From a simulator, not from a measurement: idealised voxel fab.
process module | voxel transistor to metal
cross-section cut | 265 nm wide | cells 5 nm
A cross-section is a grid of square cells, given in bands from the top down. A band is one or more rows of cells.
Each band's line starts with the height of the band's top and of its bottom, in nm. Then come its materials from left to right, each with its width in nm. One material with "throughout" fills the band from edge to edge. "air" is empty space.
Height 0 is the level under which the wafer as received is all one material. The lowest band goes on downwards, as in "0 down".
A width such as "30 to 40" changes by the same amount from each row of cells to the next, from the band's top row to its bottom row.
"no change" after a step means that no cell of the cross-section changed.
closed voids: empty space of 8 cells or more with no open way to the top, each as width x height at its distance from the left edge, in nm
after a step's settings: what the simulator itself notes on the step
overlay nm, on a step with a mask: how far to the right of its planned place the mask lay; to the left if negative
plan
1 op RECEIVE | material Si
2 op CONFORMAL_DEP | material SiO2 | thk nm 5
3 op CONFORMAL_DEP | material SiN | thk nm 15
4 op PATTERN | tone cover | mask id ACTIVE | material resist | width nm 100 | pitch nm 125 | thk nm 15 | overlay nm 0
5 op DIRECTIONAL_ETCH | etch materials SiN | depth nm 15
6 op DIRECTIONAL_ETCH | etch materials SiO2 | depth nm 5
7 op DIRECTIONAL_ETCH | etch materials Si | depth nm 30
8 op STRIP | etch materials resist
9 op OXIDIZE | depth nm 5
10 op FILL_DEP | material SiO2 | thk nm 15
11 op CMP | height nm 20
12 op SELECTIVE_ETCH | etch materials SiO2 | depth nm 5
13 op STRIP | etch materials SiN
14 op SELECTIVE_ETCH | etch materials SiO2 | depth nm 5
15 op OXIDIZE | depth nm 5
16 op DIRECTIONAL_DEP | material polySi | thk nm 20
17 op DIRECTIONAL_DEP | material SiCN | thk nm 10
18 op DIRECTIONAL_DEP | material aC | thk nm 10
19 op PATTERN | tone cover | mask id GATE | material resist | width nm 20 | pitch nm 125 | thk nm 30 | overlay nm 0
20 op DIRECTIONAL_ETCH | etch materials aC | depth nm 10
21 op STRIP | etch materials resist
22 op DIRECTIONAL_ETCH | etch materials SiCN | depth nm 20
23 op DIRECTIONAL_ETCH | etch materials polySi | depth nm 30
24 op STRIP | etch materials aC
25 op CONFORMAL_DEP | material SiO2 | thk nm 5
26 op DIRECTIONAL_ETCH | etch materials SiO2 | depth nm 5
27 op CONFORMAL_DEP | material SiN | thk nm 10
28 op DIRECTIONAL_ETCH | etch materials SiN | depth nm 10
29 op DIRECTIONAL_ETCH | etch materials SiO2 | depth nm 5
30 op DIRECTIONAL_ETCH | etch materials Si | depth nm 5
31 op EPI | material pSi | thk nm 10
32 op FILL_DEP | material SiO2 | thk nm 10
33 op CMP | height nm 30
34 op DIRECTIONAL_DEP | material SiO2 | thk nm 10
35 op PATTERN | tone open | mask id CONTACT | material resist | width nm 30 | thk nm 20 | overlay nm 0
36 op DIRECTIONAL_ETCH | etch materials SiO2 | depth nm 35
37 op STRIP | etch materials resist
38 op CONFORMAL_DEP | material TiN | thk nm 5
39 op FILL_DEP | material W | thk nm 5
40 op CMP | height nm 40
41 op DIRECTIONAL_DEP | material TiN | thk nm 5
42 op DIRECTIONAL_DEP | material W | thk nm 15
43 op MASKED_ETCH | tone cover | mask id METAL_1 | width nm 15 | etch materials W | depth nm 15 | overlay nm 0
44 op MASKED_ETCH | tone cover | mask id METAL_1 | width nm 15 | etch materials TiN | depth nm 5 | overlay nm 0
45 op CONFORMAL_DEP | material SiCN | thk nm 5
46 op FILL_DEP | material SiO2 | thk nm 10
47 op CMP | height nm 60
48 op CONFORMAL_DEP | material SiCN | thk nm 5
49 op DIRECTIONAL_DEP | material SiO2 | thk nm 35
50 op MASKED_ETCH | tone open | mask id METAL_2 | width nm 15 | pitch nm 125 | etch materials SiO2 | depth nm 20 | overlay nm 0
51 op PATTERN | tone open | mask id METAL_2_HOLES | material resist | width nm 15 | pitch nm 125 | thk nm 20 | overlay nm 0
52 op DIRECTIONAL_ETCH | etch materials SiO2 | depth nm 15
53 op DIRECTIONAL_ETCH | etch materials SiCN | depth nm 5
54 op STRIP | etch materials resist
55 op CONFORMAL_DEP | material TiN | thk nm 5
56 op FILL_DEP | material Cu | thk nm 5
57 op CMP | height nm 100
58 op CONFORMAL_DEP | material SiN | thk nm 5
varied across the wafers: width nm of step 44. The plan shows the first wafer's value. All wafers start alike
first wafer as received, after step 1
  0 down: Si throughout
  closed voids: none
each wafer at the end: cells of each material gained (+) or lost (-) since it was received, then its closed voids
width nm 15 | +14 Cu | -167 Si | +128 SiCN | +117 SiN | +747 SiO2 | +118 TiN | +88 W | +36 pSi | +32 polySi | closed voids: none
width nm 20 | +14 Cu | -167 Si | +128 SiCN | +117 SiN | +743 SiO2 | +122 TiN | +88 W | +36 pSi | +32 polySi | closed voids: none
width nm 25 | +14 Cu | -167 Si | +128 SiCN | +117 SiN | +739 SiO2 | +126 TiN | +88 W | +36 pSi | +32 polySi | closed voids: none
width nm 30 | +14 Cu | -167 Si | +128 SiCN | +117 SiN | +735 SiO2 | +130 TiN | +88 W | +36 pSi | +32 polySi | closed voids: none
